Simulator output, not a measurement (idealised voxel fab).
Documented hereafter: the process module known as voxel transistor to metal.
Square cell edge 5 nm, section width 300 nm, ID cut.
Just so we're on the same page, the cross-sections are grids of square cells, and they're listed out in bands top to bottom, each band one or more rows deep. Within each band entry, the heights of the top and of the bottom of the band appear first, in that order and in nm; the materials of the band then follow from left to right, each with its corresponding width in nm. The designation "edge to edge" on a single material indicates that it fills the band from edge to edge; the designation "blank" indicates empty space. Ref level 0: as-received wafer is one material below here. Bottom band extends down with no lower bound ("0 -> down"). Note: "30->40" means the width goes from the first number (top row of the band) to the second number (bottom row) in equal steps per row of cells. For the purposes of this document, the phrase "everything unchanged" attached to a step denotes that no cell within the cross-section was modified by that step. Enclosed void list: empty space of 8 cells or more with no open way to the top, each as width x height at its distance from the left edge, in nm. Where a step's line continues beyond its settings, the continuation is a remark by the simulator itself on that step. overlay nm: for a step with a mask, the amount by which the mask lay right of where it was planned; a negative amount means left of it.

# Steps in the process plan
| 1 | RECEIVE [material Si] |
| 2 | OXIDIZE [depth nm 5] |
| 3 | CONFORMAL_DEP [material SiN] [thk nm 10] |
| 4 | MASKED_ETCH [tone cover] [mask id ACTIVE] [width nm 110] [pitch nm 130] [etch materials SiN] [depth nm 10] [overlay nm 0] |
| 5 | MASKED_ETCH [tone cover] [mask id ACTIVE] [width nm 110] [pitch nm 130] [etch materials SiO2] [depth nm 5] [overlay nm 0] |
| 6 | MASKED_ETCH [tone cover] [mask id ACTIVE] [width nm 110] [pitch nm 130] [etch materials Si] [depth nm 20] [overlay nm 0] |
| 7 | FILL_DEP [material SiO2] [thk nm 5] |
| 8 | CMP [height nm 10] |
| 9 | SELECTIVE_ETCH [etch materials SiO2] [depth nm 10] |
| 10 | STRIP [etch materials SiN] |
| 11 | SELECTIVE_ETCH [etch materials SiO2] [depth nm 5] |
| 12 | OXIDIZE [depth nm 5] |
| 13 | DIRECTIONAL_DEP [material polySi] [thk nm 20] |
| 14 | DIRECTIONAL_DEP [material SiCN] [thk nm 10] |
| 15 | DIRECTIONAL_DEP [material aC] [thk nm 15] |
| 16 | PATTERN [tone cover] [mask id GATE] [material resist] [width nm 30] [pitch nm 130] [thk nm 30] [overlay nm 0] |
| 17 | DIRECTIONAL_ETCH [etch materials aC] [depth nm 15] |
| 18 | STRIP [etch materials resist] |
| 19 | DIRECTIONAL_ETCH [etch materials SiCN] [depth nm 20] |
| 20 | DIRECTIONAL_ETCH [etch materials polySi] [depth nm 30] |
| 21 | STRIP [etch materials aC] |
| 22 | CONFORMAL_DEP [material SiO2] [thk nm 5] |
| 23 | DIRECTIONAL_ETCH [etch materials SiO2] [depth nm 5] |
| 24 | CONFORMAL_DEP [material SiN] [thk nm 5] |
| 25 | DIRECTIONAL_ETCH [etch materials SiN] [depth nm 5] |
| 26 | DIRECTIONAL_ETCH [etch materials SiO2] [depth nm 5] |
| 27 | DIRECTIONAL_ETCH [etch materials Si] [depth nm 15] |
| 28 | EPI [material SiGe] [thk nm 15] |
| 29 | FILL_DEP [material SiO2] [thk nm 10] |
| 30 | CMP [height nm 15] |
| 31 | STRIP [etch materials polySi] |
| 32 | SELECTIVE_ETCH [etch materials SiO2] [depth nm 5] |
| 33 | CONFORMAL_DEP [material HfO2] [thk nm 5] |
| 34 | CONFORMAL_DEP [material TiN] [thk nm 5] |
| 35 | FILL_DEP [material W] [thk nm 10] |
| 36 | CMP [height nm 10] |
| 37 | DIRECTIONAL_DEP [material SiO2] [thk nm 10] |
| 38 | MASKED_ETCH [tone open] [mask id CONTACT] [width nm 15] [etch materials SiO2] [depth nm 30] [overlay nm 0] |
| 39 | CONFORMAL_DEP [material TiN] [thk nm 5] |
| 40 | FILL_DEP [material W] [thk nm 5] |
| 41 | CMP [height nm 20] |
| 42 | CONFORMAL_DEP [material SiCN] [thk nm 5] |
| 43 | DIRECTIONAL_DEP [material SiO2] [thk nm 15] |
| 44 | DIRECTIONAL_DEP [material aC] [thk nm 15] |
| 45 | PATTERN [tone open] [mask id METAL_1] [material resist] [width nm 15] [thk nm 35] [overlay nm 0] |
| 46 | DIRECTIONAL_ETCH [etch materials aC] [depth nm 15] |
| 47 | STRIP [etch materials resist] |
| 48 | DIRECTIONAL_ETCH [etch materials SiO2] [depth nm 15] |
| 49 | DIRECTIONAL_ETCH [etch materials SiCN] [depth nm 5] |
| 50 | STRIP [etch materials aC] |
| 51 | CONFORMAL_DEP [material TiN] [thk nm 5] |
| 52 | FILL_DEP [material W] [thk nm 10] |
| 53 | CMP [height nm 40] |
| 54 | CONFORMAL_DEP [material SiN] [thk nm 5] |

# Cross-section, incoming material, after step 1
	0 -> down | Si edge to edge
	Enclosed void list: none

# first wafer at the end, as planned
	45 -> 40 | SiN edge to edge
	40 -> 25 | 40 nm SiO2; 5 nm TiN; 5 nm W; 5 nm TiN; 60 nm SiO2; 5 nm TiN; 5 nm W; 5 nm TiN; 40 nm SiO2; 5 nm TiN; 5 nm W; 5 nm TiN; 60 nm SiO2; 5 nm TiN; 5 nm W; 5 nm TiN; 40 nm SiO2
	25 -> 20 | 40 nm SiCN; 15 nm TiN; 60 nm SiCN; 15 nm TiN; 40 nm SiCN; 15 nm TiN; 60 nm SiCN; 15 nm TiN; 40 nm SiCN
	20 -> 10 | 40 nm SiO2; 5 nm TiN; 5 nm W; 5 nm TiN; 60 nm SiO2; 5 nm TiN; 5 nm W; 5 nm TiN; 40 nm SiO2; 5 nm TiN; 5 nm W; 5 nm TiN; 60 nm SiO2; 5 nm TiN; 5 nm W; 5 nm TiN; 40 nm SiO2
	10 -> 5 | 40 nm SiO2; 15 nm TiN; 5 nm SiO2; 5 nm SiN; 5 nm HfO2; 5 nm TiN; 20 nm W; 5 nm TiN; 5 nm HfO2; 5 nm SiN; 5 nm SiO2; 15 nm TiN; 40 nm SiO2; 15 nm TiN; 5 nm SiO2; 5 nm SiN; 5 nm HfO2; 5 nm TiN; 20 nm W; 5 nm TiN; 5 nm HfO2; 5 nm SiN; 5 nm SiO2; 15 nm TiN; 40 nm SiO2
	5 -> 0 | 40 nm SiO2; 5 nm TiN; 15 nm SiGe; 5 nm SiN; 5 nm HfO2; 5 nm TiN; 20 nm W; 5 nm TiN; 5 nm HfO2; 5 nm SiN; 15 nm SiGe; 5 nm TiN; 40 nm SiO2; 5 nm TiN; 15 nm SiGe; 5 nm SiN; 5 nm HfO2; 5 nm TiN; 20 nm W; 5 nm TiN; 5 nm HfO2; 5 nm SiN; 15 nm SiGe; 5 nm TiN; 40 nm SiO2
	0 -> -5 | 40 nm SiO2; 5 nm TiN; 15 nm SiGe; 5 nm SiN; 5 nm HfO2; 30 nm TiN; 5 nm HfO2; 5 nm SiN; 15 nm SiGe; 5 nm TiN; 40 nm SiO2; 5 nm TiN; 15 nm SiGe; 5 nm SiN; 5 nm HfO2; 30 nm TiN; 5 nm HfO2; 5 nm SiN; 15 nm SiGe; 5 nm TiN; 40 nm SiO2
	-5 -> -10 | 40 nm SiO2; 5 nm TiN; 15 nm SiGe; 5 nm SiO2; 40 nm HfO2; 5 nm SiO2; 15 nm SiGe; 5 nm TiN; 40 nm SiO2; 5 nm TiN; 15 nm SiGe; 5 nm SiO2; 40 nm HfO2; 5 nm SiO2; 15 nm SiGe; 5 nm TiN; 40 nm SiO2
	-10 -> -25 | 30 nm SiO2; 30 nm SiGe; 50 nm Si; 30 nm SiGe; 20 nm SiO2; 30 nm SiGe; 50 nm Si; 30 nm SiGe; 30 nm SiO2
	-25 -> down | Si edge to edge
	Enclosed void list: none

# Here's the second of our two wafers sectioned at module end. Same start as the first, same plan, but one mistake got made running it
	45 -> 40 | SiN edge to edge
	40 -> 25 | 40 nm SiO2; 5 nm TiN; 5 nm W; 5 nm TiN; 60 nm SiO2; 5 nm TiN; 5 nm W; 5 nm TiN; 40 nm SiO2; 5 nm TiN; 5 nm W; 5 nm TiN; 60 nm SiO2; 5 nm TiN; 5 nm W; 5 nm TiN; 40 nm SiO2
	25 -> 20 | 40 nm SiCN; 15 nm TiN; 60 nm SiCN; 15 nm TiN; 40 nm SiCN; 15 nm TiN; 60 nm SiCN; 15 nm TiN; 40 nm SiCN
	20 -> 15 | 40 nm SiO2; 5 nm TiN; 5 nm W; 5 nm TiN; 60 nm SiO2; 5 nm TiN; 5 nm W; 5 nm TiN; 40 nm SiO2; 5 nm TiN; 5 nm W; 5 nm TiN; 60 nm SiO2; 5 nm TiN; 5 nm W; 5 nm TiN; 40 nm SiO2
	15 -> 10 | 40 nm SiO2; 15 nm TiN; 60 nm SiO2; 15 nm TiN; 40 nm SiO2; 15 nm TiN; 60 nm SiO2; 15 nm TiN; 40 nm SiO2
	10 -> 5 | 65 nm W; 5 nm TiN; 5 nm HfO2; 5 nm SiN; 10 nm SiO2; 5 nm SiN; 5 nm HfO2; 5 nm TiN; 90 nm W; 5 nm TiN; 5 nm HfO2; 5 nm SiN; 10 nm SiO2; 5 nm SiN; 5 nm HfO2; 5 nm TiN; 65 nm W
	5 -> 0 | 65 nm W; 5 nm TiN; 5 nm HfO2; 5 nm SiN; 10 nm SiGe; 5 nm SiN; 5 nm HfO2; 5 nm TiN; 90 nm W; 5 nm TiN; 5 nm HfO2; 5 nm SiN; 10 nm SiGe; 5 nm SiN; 5 nm HfO2; 5 nm TiN; 65 nm W
	0 -> -5 | 70 nm TiN; 5 nm HfO2; 5 nm SiN; 10 nm SiGe; 5 nm SiN; 5 nm HfO2; 100 nm TiN; 5 nm HfO2; 5 nm SiN; 10 nm SiGe; 5 nm SiN; 5 nm HfO2; 70 nm TiN
	-5 -> -10 | 75 nm HfO2; 5 nm SiO2; 10 nm SiGe; 5 nm SiO2; 110 nm HfO2; 5 nm SiO2; 10 nm SiGe; 5 nm SiO2; 75 nm HfO2
	-10 -> -25 | 30 nm SiO2; 50 nm Si; 10 nm SiGe; 50 nm Si; 20 nm SiO2; 50 nm Si; 10 nm SiGe; 50 nm Si; 30 nm SiO2
	-25 -> down | Si edge to edge
	Enclosed void list: none
Processing error: step 16 did not happen as planned, as run it was PATTERN [tone open] [mask id GATE] [material resist] [width nm 30] [pitch nm 130] [thk nm 30] [overlay nm 0]
Per the end-of-run cell counts, the second wafer holds more or fewer of some materials than the first: HfO2 +36; Si +60; SiGe -84; SiO2 -96; TiN +16; W +68
